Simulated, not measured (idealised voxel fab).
Documented hereafter: the process module known as voxel released beams.
FYI the section here is cut, 260 nm wide, cells are 5 nm squares.
Cross-section = grid of square cells, listed top down in bands; band = one or more rows.
This entry defines a band. It first specifies the height of the band's top and the height of its bottom in nm, and then specifies the band's materials from left to right, stating each material with its width in nm. The word "full width" identifies a single material that fills the band from edge to edge, while the word "empty" identifies empty space.
Where do heights start? At 0: under that level the wafer as delivered is made of one material only. And the lowest band has no floor; it just carries on downward, as in "z 0 and below".
The notation "30 to 40" denotes a width that varies across the rows of cells in the band, beginning at the first number in the top row, finishing at the second number in the bottom row, and changing by an identical amount from each row to the next.
Step note "everything unchanged" = no cross-section cell changed.
Listed in "Completely enclosed voids": every empty space of 8 or more cells without an open way to the top. Form: width x height at distance, the distance being from the left edge, all in nm.
That trailing text on a step's line, after the settings, is the simulator's own remark on the step.
overlay nm: mask offset rightward from planned place, masked step; negative means leftward offset.

The planned process steps are enumerated hereunder
| 1 | op RECEIVE | material Si |
| 2 | op CONFORMAL_DEP | material Al2O3 | thk nm 5 |
| 3 | op DIRECTIONAL_DEP | material SiO2 | thk nm 10 |
| 4 | op MASKED_ETCH | tone open | mask id ANCHOR | width nm 45 | etch materials SiO2 | depth nm 10 | overlay nm 0 |
| 5 | op CONFORMAL_DEP | material polySi | thk nm 15 |
| 6 | op PATTERN | tone cover | mask id BEAM | material resist | width nm 130 | thk nm 20 | overlay nm 0 |
| 7 | op DIRECTIONAL_ETCH | etch materials polySi | depth nm 15 |
| 8 | op STRIP | etch materials resist |
| 9 | op STRIP | etch materials SiO2 |

Shown in cross-section is the wafer as received, that is, as it stands after step 1
z 0 and below = Si full width
Completely enclosed voids: none

Wafer cross-section at module end: first of two, run to plan
z 30 to 20 = empty 60  polySi 20  empty 15  polySi 95  empty 70
z 20 to 15 = empty 60  polySi 130  empty 70
z 15 to 5 = empty 65  polySi 45  empty 150
z 5 to 0 = Al2O3 full width
z 0 and below = Si full width
Completely enclosed voids: none

Cross-sectional view: second of two wafers, end of module; start and plan identical to the first, one mistake in running
z 20 to 5 = empty 60  polySi 130  empty 70
z 5 to 0 = Al2O3 full width
z 0 and below = Si full width
Completely enclosed voids: none
what went wrong: step 3 of the plan never got run, it was skipped over
at the end the second wafer has, in cells: polySi: 12 fewer
